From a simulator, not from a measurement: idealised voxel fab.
The process module presented herein is designated voxel tone inversion.
Square cell edge 5 nm, section width 145 nm, ID cut.
Reading order for cross-sections: top band down to bottom band. Underlying form: a grid of square cells. Band size: one or more rows of cells.
What a band's entry tells you: where the top is and where the bottom is, as heights in nm, and after that what lies inside, material by material from left to right, each with its width in nm. Empty space is written as the word "empty", and a single material marked with the word "all across" occupies the band from edge to edge.
Zero point of the height axis is 0; under it, received wafer = one material. Lowest band: continues down indefinitely, "from 0 down".
When a width is written as two numbers, as in "30->40", the first number is the width in the top row of cells of the band and the second is the width in its bottom row, and the width changes by the same amount from each row to the next.
Where a step carries "remained unchanged", the cross-section came out of it unchanged, cell for cell.
"Enclosed cavity list" lists enclosed empty spaces (at least 8 cells, no open path upward to the top), each as width x height at distance from the left edge, in nm.
Whatever follows a step's settings on its line is a remark the simulator itself makes about that step.
When a step includes a mask, the "overlay nm" setting on its line states how far to the right of its planned place that mask lay, and negative values state how far to the left.

Here's what the planned process steps look like
| 1 | RECEIVE,material Si |
| 2 | CONFORMAL_DEP,material SiN,thk nm 5 |
| 3 | DIRECTIONAL_DEP,material aC,thk nm 25 |
| 4 | PATTERN,tone cover,mask id POSTS,material resist,width nm 15,pitch nm 35,thk nm 30,overlay nm 0 |
| 5 | DIRECTIONAL_ETCH,etch materials aC,depth nm 25 |
| 6 | STRIP,etch materials resist |
| 7 | FILL_DEP,material lowk,thk nm 5 |
| 8 | CMP,height nm 30 |
| 9 | STRIP,etch materials aC |
| 10 | CONFORMAL_DEP,material TiN,thk nm 5 |
| 11 | FILL_DEP,material W,thk nm 5 |
| 12 | CMP,height nm 30 |
| 13 | CONFORMAL_DEP,material SiN,thk nm 5 |
Quick note for whoever runs this: the wafers start identical, but the thk nm at step 10 isn't the same across them. The plan just shows what the first wafer had.

Here's the first of the wafers in cross-section, just as we got it, i.e. after step 1
> from 0 down = Si all across
> Enclosed cavity list: none

Below, a row for every wafer. Read it as the end-of-module picture: for each material the wafer shows its cells gained (+) or lost (-) since it was received, and then its closed voids
thk nm 5; +58 SiN; +33 TiN; +12 W; +100 lowk; Enclosed cavity list: none
thk nm 10; +58 SiN; +45 TiN; +100 lowk; Enclosed cavity list: none
thk nm 15; +58 SiN; +45 TiN; +100 lowk; Enclosed cavity list: none
thk nm 20; +58 SiN; +45 TiN; +100 lowk; Enclosed cavity list: none
